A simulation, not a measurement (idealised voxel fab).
The document below concerns the process module designated voxel transistor to metal.
This is section cut - it's 185 nm across, gridded in 5 nm square cells.
Notation: cross-section as square-cell grid; stated in bands, top first, going down; one or more cell rows per band.
For a band, the entry starts with two heights in nm, that of the top and then that of the bottom, and carries on with the band's materials in order from left to right, each alongside its width in nm; the word "full width" beside a single material means it fills the band edge to edge, and "blank" means empty space.
Below 0: as-received wafer, all one material; heights counted from there. Lowest band: no bottom, goes on down, written "z 0 and below".
Think of "30->40" as a width that walks from the first number to the second as you go down the band, top row to bottom row, taking equal-sized steps from row to row.
Basically "nothing got changed" means that step didn't change any cell in the cross-section.
The entry "Enclosed internal cavities" lists the empty spaces that cover at least 8 cells and have no open path to the top. Each is written as width x height at distance, where the distance is measured from the left edge and all three values are in nm.
after a step's settings: what the simulator itself notes on the step
The line of a step may include "overlay nm". On a step with a mask, this value is how far to the right of its planned place the mask lay. A negative value means the mask lay to the left.
### Process steps (planned)
1. RECEIVE with material Si
2. OXIDIZE with depth nm 5
3. CONFORMAL_DEP with material SiN, thk nm 15
4. PATTERN with tone cover, mask id ACTIVE, material resist, width nm 115, thk nm 15, overlay nm 0
5. DIRECTIONAL_ETCH with etch materials SiN, depth nm 15
6. DIRECTIONAL_ETCH with etch materials SiO2, depth nm 5
7. DIRECTIONAL_ETCH with etch materials Si, depth nm 30
8. STRIP with etch materials resist
9. OXIDIZE with depth nm 5
10. FILL_DEP with material SiO2, thk nm 10
11. CMP with height nm 15
12. SELECTIVE_ETCH with etch materials SiO2, depth nm 10
13. STRIP with etch materials SiN
14. SELECTIVE_ETCH with etch materials SiO2, depth nm 5
15. OXIDIZE with depth nm 5
16. DIRECTIONAL_DEP with material polySi, thk nm 30
17. DIRECTIONAL_DEP with material SiCN, thk nm 15
18. PATTERN with tone cover, mask id GATE, material resist, width nm 35, thk nm 20, overlay nm 0
19. DIRECTIONAL_ETCH with etch materials SiCN, depth nm 25
20. DIRECTIONAL_ETCH with etch materials polySi, depth nm 40
21. STRIP with etch materials resist
22. CONFORMAL_DEP with material SiN, thk nm 5
23. DIRECTIONAL_ETCH with etch materials SiN, depth nm 5
24. DIRECTIONAL_ETCH with etch materials SiO2, depth nm 5
25. DIRECTIONAL_ETCH with etch materials Si, depth nm 10
26. EPI with material pSi, thk nm 15
27. FILL_DEP with material SiO2, thk nm 5
28. CMP with height nm 25
29. STRIP with etch materials polySi
30. SELECTIVE_ETCH with etch materials SiO2, depth nm 5
31. CONFORMAL_DEP with material HfO2, thk nm 5
32. CONFORMAL_DEP with material TiN, thk nm 5
33. FILL_DEP with material W, thk nm 10
34. CMP with height nm 20
35. DIRECTIONAL_DEP with material SiO2, thk nm 10
36. PATTERN with tone open, mask id CONTACT, material resist, width nm 15, pitch nm 90, thk nm 15, overlay nm -15
37. DIRECTIONAL_ETCH with etch materials SiO2, depth nm 35
38. STRIP with etch materials resist
39. CONFORMAL_DEP with material TiN, thk nm 5
40. FILL_DEP with material W, thk nm 10
41. CMP with height nm 30
42. CONFORMAL_DEP with material SiCN, thk nm 5
43. DIRECTIONAL_DEP with material lowk, thk nm 25
44. PATTERN with tone open, mask id METAL_1, material resist, width nm 15, pitch nm 90, thk nm 15, overlay nm 0
45. DIRECTIONAL_ETCH with etch materials lowk, depth nm 25
46. DIRECTIONAL_ETCH with etch materials SiCN, depth nm 5
47. STRIP with etch materials resist
48. CONFORMAL_DEP with material TiN, thk nm 5
49. FILL_DEP with material Cu, thk nm 10
50. CMP with height nm 60
51. EPI with material Ru, thk nm 5
52. FILL_DEP with material SiCN, thk nm 5
53. DIRECTIONAL_DEP with material lowk, thk nm 30
54. MASKED_ETCH with tone open, mask id METAL_2, width nm 15, pitch nm 90, etch materials lowk, depth nm 20, overlay nm 0
55. PATTERN with tone open, mask id METAL_2_HOLES, material resist, width nm 15, pitch nm 90, thk nm 20, overlay nm 0
56. DIRECTIONAL_ETCH with etch materials lowk, depth nm 10
57. DIRECTIONAL_ETCH with etch materials SiCN, depth nm 5
58. STRIP with etch materials resist
59. CONFORMAL_DEP with material TiN, thk nm 5
60. FILL_DEP with material Cu, thk nm 5
61. CMP with height nm 100
62. CONFORMAL_DEP with material SiCN, thk nm 5
Wafer-to-wafer difference: overlay nm, step 36. Common start. Plan = first wafer's value.
### As received, i.e. after step 1: cross-section through the first of several wafers
- z 0 and below: Si full width
- Enclosed internal cavities: none
### Per-wafer rows below. For each material: cells gained (+) or lost (-) since the wafer was received, as of end of module. Then: closed voids
overlay nm -15; +22 Cu; +19 HfO2; +10 Ru; -194 Si; +126 SiCN; +12 SiN; +275 SiO2; +95 TiN; +21 W; +341 lowk; +50 pSi; Enclosed internal cavities: none
overlay nm -10; +22 Cu; +19 HfO2; +10 Ru; -194 Si; +126 SiCN; +12 SiN; +273 SiO2; +97 TiN; +21 W; +341 lowk; +50 pSi; Enclosed internal cavities: none
overlay nm -5; +22 Cu; +19 HfO2; +10 Ru; -194 Si; +126 SiCN; +12 SiN; +270 SiO2; +99 TiN; +22 W; +341 lowk; +50 pSi; Enclosed internal cavities: none
overlay nm 0; +22 Cu; +19 HfO2; +10 Ru; -194 Si; +126 SiCN; +12 SiN; +268 SiO2; +99 TiN; +24 W; +341 lowk; +50 pSi; Enclosed internal cavities: none
overlay nm 5; +22 Cu; +19 HfO2; +10 Ru; -194 Si; +126 SiCN; +12 SiN; +270 SiO2; +99 TiN; +22 W; +341 lowk; +50 pSi; Enclosed internal cavities: none
overlay nm 10; +22 Cu; +19 HfO2; +10 Ru; -194 Si; +126 SiCN; +12 SiN; +273 SiO2; +97 TiN; +21 W; +341 lowk; +50 pSi; Enclosed internal cavities: none
overlay nm 15; +22 Cu; +19 HfO2; +10 Ru; -194 Si; +126 SiCN; +12 SiN; +275 SiO2; +95 TiN; +21 W; +341 lowk; +50 pSi; Enclosed internal cavities: none
